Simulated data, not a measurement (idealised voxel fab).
The following process module bears the name voxel gate over fins.
The cross-section shown here is cut; it is 280 nm wide and divided into square cells measuring 5 nm on a side.
Cross-section, as written here: a square-cell grid given band by band from the top down, where a band holds one or more rows of cells.
This entry defines a band. It first specifies the height of the band's top and the height of its bottom in nm, and then specifies the band's materials from left to right, stating each material with its width in nm. The word "all across" identifies a single material that fills the band from edge to edge, while the word "air" identifies empty space.
The level at which height equals 0 is the one under which the wafer, as it arrives, is entirely one material. No lower edge exists for the bottom band, which continues downward and is notated as in "0 nm and below".
The notation "30 to 40" denotes a width that varies across the rows of cells in the band, beginning at the first number in the top row, finishing at the second number in the bottom row, and changing by an identical amount from each row to the next.
No cell of the cross-section changed in a step that is given as "nothing changed".
In "Internal closed voids" the enclosed voids are listed, meaning empty spaces of 8 cells or larger without any opening to the top. The form is width x height at distance, distance from the left edge, units nm.
Text after the settings on a step's line: the simulator's own remark on that step.
When a step includes a mask, the "overlay nm" setting on its line states how far to the right of its planned place that mask lay, and negative values state how far to the left.
### The following list gives the planned process steps
1 op RECEIVE | material Si
2 op CONFORMAL_DEP | material SiN | thk nm 10
3 op MASKED_ETCH | tone cover | mask id FINS | width nm 15 | pitch nm 55 | etch materials SiN | depth nm 10 | overlay nm 0
4 op MASKED_ETCH | tone cover | mask id FINS | width nm 15 | pitch nm 55 | etch materials Si | depth nm 30 | overlay nm 0
5 op OXIDIZE | depth nm 5
6 op FILL_DEP | material SiO2 | thk nm 5
7 op CMP | height nm 10
8 op PATTERN | tone open | mask id RAIL | material resist | width nm 15 | thk nm 15 | overlay nm 0
9 op DIRECTIONAL_ETCH | etch materials SiO2 | depth nm 35
10 op STRIP | etch materials resist
11 op CONFORMAL_DEP | material TiN | thk nm 5
12 op FILL_DEP | material Ru | thk nm 10
13 op CMP | height nm 10
14 op SELECTIVE_ETCH | etch materials W Ru TiN | depth nm 25
15 op FILL_DEP | material SiO2 | thk nm 5
16 op CMP | height nm 10
17 op SELECTIVE_ETCH | etch materials SiO2 | depth nm 20
18 op STRIP | etch materials SiN
19 op CONFORMAL_DEP | material HfO2 | thk nm 5
20 op CONFORMAL_DEP | material TiN | thk nm 5
21 op FILL_DEP | material W | thk nm 10
22 op CMP | height nm 15
23 op CONFORMAL_DEP | material SiN | thk nm 5
### Here's what the wafer looked like in cross-section when it arrived - that's after step 1
* 0 nm and below  Si all across
* Internal closed voids: none
### first wafer at the end, as planned
* 20 nm to 15 nm  SiN all across
* 15 nm to 10 nm  W all across
* 10 nm to 5 nm  W 45 nm, TiN 25 nm, W 30 nm, TiN 25 nm, W 30 nm, TiN 25 nm, W 30 nm, TiN 25 nm, W 45 nm
* 5 nm to 0 nm  W 45 nm, TiN 5 nm, HfO2 15 nm, TiN 5 nm, W 30 nm, TiN 5 nm, HfO2 15 nm, TiN 5 nm, W 30 nm, TiN 5 nm, HfO2 15 nm, TiN 5 nm, W 30 nm, TiN 5 nm, HfO2 15 nm, TiN 5 nm, W 45 nm
* 0 nm to -5 nm  TiN 50 nm, HfO2 5 nm, Si 5 nm, HfO2 5 nm, TiN 40 nm, HfO2 5 nm, Si 5 nm, HfO2 5 nm, TiN 40 nm, HfO2 5 nm, Si 5 nm, HfO2 5 nm, TiN 40 nm, HfO2 5 nm, Si 5 nm, HfO2 5 nm, TiN 50 nm
* -5 nm to -10 nm  HfO2 55 nm, Si 5 nm, HfO2 50 nm, Si 5 nm, HfO2 50 nm, Si 5 nm, HfO2 50 nm, Si 5 nm, HfO2 55 nm
* -10 nm to -15 nm  SiO2 55 nm, Si 5 nm, SiO2 50 nm, Si 5 nm, SiO2 50 nm, Si 5 nm, SiO2 50 nm, Si 5 nm, SiO2 55 nm
* -15 nm to -20 nm  SiO2 55 nm, Si 5 nm, SiO2 15 nm, TiN 5 nm, Ru 5 nm, TiN 5 nm, SiO2 20 nm, Si 5 nm, SiO2 50 nm, Si 5 nm, SiO2 50 nm, Si 5 nm, SiO2 55 nm
* -20 nm to -25 nm  SiO2 55 nm, Si 5 nm, SiO2 15 nm, TiN 15 nm, SiO2 20 nm, Si 5 nm, SiO2 50 nm, Si 5 nm, SiO2 50 nm, Si 5 nm, SiO2 55 nm
* -25 nm to -35 nm  SiO2 55 nm, Si 5 nm, SiO2 50 nm, Si 5 nm, SiO2 50 nm, Si 5 nm, SiO2 50 nm, Si 5 nm, SiO2 55 nm
* -35 nm and below  Si all across
* Internal closed voids: none
### Second wafer cross-section at end of module - shared start and plan with the first, one mistake in the run
* 20 nm to 15 nm  SiN all across
* 15 nm to 10 nm  W all across
* 10 nm to 5 nm  W 45 nm, TiN 25 nm, W 30 nm, TiN 25 nm, W 30 nm, TiN 25 nm, W 30 nm, TiN 25 nm, W 45 nm
* 5 nm to 0 nm  W 45 nm, TiN 5 nm, HfO2 15 nm, TiN 5 nm, W 30 nm, TiN 5 nm, HfO2 15 nm, TiN 5 nm, W 30 nm, TiN 5 nm, HfO2 15 nm, TiN 5 nm, W 30 nm, TiN 5 nm, HfO2 15 nm, TiN 5 nm, W 45 nm
* 0 nm to -5 nm  TiN 50 nm, HfO2 5 nm, Si 5 nm, HfO2 5 nm, TiN 40 nm, HfO2 5 nm, Si 5 nm, HfO2 5 nm, TiN 40 nm, HfO2 5 nm, Si 5 nm, HfO2 5 nm, TiN 40 nm, HfO2 5 nm, Si 5 nm, HfO2 5 nm, TiN 50 nm
* -5 nm to -10 nm  HfO2 55 nm, Si 5 nm, HfO2 50 nm, Si 5 nm, HfO2 50 nm, Si 5 nm, HfO2 50 nm, Si 5 nm, HfO2 55 nm
* -10 nm to -15 nm  SiO2 55 nm, Si 5 nm, SiO2 50 nm, Si 5 nm, SiO2 50 nm, Si 5 nm, SiO2 50 nm, Si 5 nm, SiO2 55 nm
* -15 nm to -20 nm  Ru 45 nm, TiN 5 nm, SiO2 5 nm, Si 5 nm, SiO2 5 nm, TiN 10 nm, SiO2 15 nm, TiN 5 nm, Ru 5 nm, TiN 5 nm, SiO2 5 nm, Si 5 nm, SiO2 5 nm, TiN 5 nm, Ru 30 nm, TiN 5 nm, SiO2 5 nm, Si 5 nm, SiO2 5 nm, TiN 5 nm, Ru 30 nm, TiN 5 nm, SiO2 5 nm, Si 5 nm, SiO2 5 nm, TiN 5 nm, Ru 45 nm
* -20 nm to -25 nm  TiN 50 nm, SiO2 5 nm, Si 5 nm, SiO2 5 nm, TiN 10 nm, SiO2 15 nm, TiN 15 nm, SiO2 5 nm, Si 5 nm, SiO2 5 nm, TiN 40 nm, SiO2 5 nm, Si 5 nm, SiO2 5 nm, TiN 40 nm, SiO2 5 nm, Si 5 nm, SiO2 5 nm, TiN 50 nm
* -25 nm to -35 nm  SiO2 55 nm, Si 5 nm, SiO2 50 nm, Si 5 nm, SiO2 50 nm, Si 5 nm, SiO2 50 nm, Si 5 nm, SiO2 55 nm
* -35 nm and below  Si all across
* Internal closed voids: none
Deviation noted in wafer processing: step 8 ran differently from the plan; actual operation with settings: op PATTERN | tone cover | mask id RAIL | material resist | width nm 15 | thk nm 15 | overlay nm 0
Materials where the second wafer ends with more or fewer cells than the first: 30 more of Ru | 76 fewer of SiO2 | 46 more of TiN
